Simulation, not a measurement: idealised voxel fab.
Module name: voxel spacer lines (process module)
Cross-sectional view cut (width: 255 nm; square cell size: 5 nm).
A cross-section is a grid of square cells, given in bands from the top down. A band is one or more rows of cells. Read a band's entry like this: the first values are the height of its top and the height of its bottom in nm, and what follows is the sequence of materials from left to right, each with its width in nm. Note that "air" is empty space, and that a single material marked "full width" reaches across the band from edge to edge. Convention: height 0 is the level below which the wafer, as received, is all one material. The lowest band does not terminate at the bottom but continues downward, represented as "from 0 down". It should be noted that a width expressed as "30->40" varies in equal increments from row to row of cells within the band, taking the value of the first number at the top row and that of the second number at the bottom row. "no alteration" (step): cross-section cells unchanged, all of them. "Trapped voids" means: voids of 8 cells or more that are shut off from the top with no open way through. Written width x height at distance, distance from the left edge, in nm. If you see something after the settings on a step's line, that's the simulator's own remark about that step. overlay nm: where the mask lay relative to plan, measured to the right, on steps with a mask; negatives go left.
# These are the steps we planned for the process
1) RECEIVE,material Si
2) CONFORMAL_DEP,material Al2O3,thk nm 5
3) DIRECTIONAL_DEP,material SiN,thk nm 10
4) DIRECTIONAL_DEP,material aC,thk nm 25
5) PATTERN,tone cover,mask id MANDREL,material resist,width nm 20,pitch nm 60,thk nm 35,overlay nm 0
6) DIRECTIONAL_ETCH,etch materials aC,depth nm 25
7) STRIP,etch materials resist
8) CONFORMAL_DEP,material SiO2,thk nm 10
9) DIRECTIONAL_ETCH,etch materials SiO2,depth nm 10
10) STRIP,etch materials aC
11) DIRECTIONAL_ETCH,etch materials SiN,depth nm 10
12) STRIP,etch materials SiO2
13) FILL_DEP,material SiO2,thk nm 10
14) CMP,height nm 15
# Cross-section of the wafer as it came to us, i.e., already through step 1
* from 0 down = Si full width
* Trapped voids: none
# End state of the module in cross-section, given the above starting point and plan and one mistake in execution
* from 15 to 5 = aC full width
* from 5 to 0 = Al2O3 full width
* from 0 down = Si full width
* Trapped voids: none
The plan and the run diverged here: deviation from plan: step 4 and step 3 executed in one another's positions
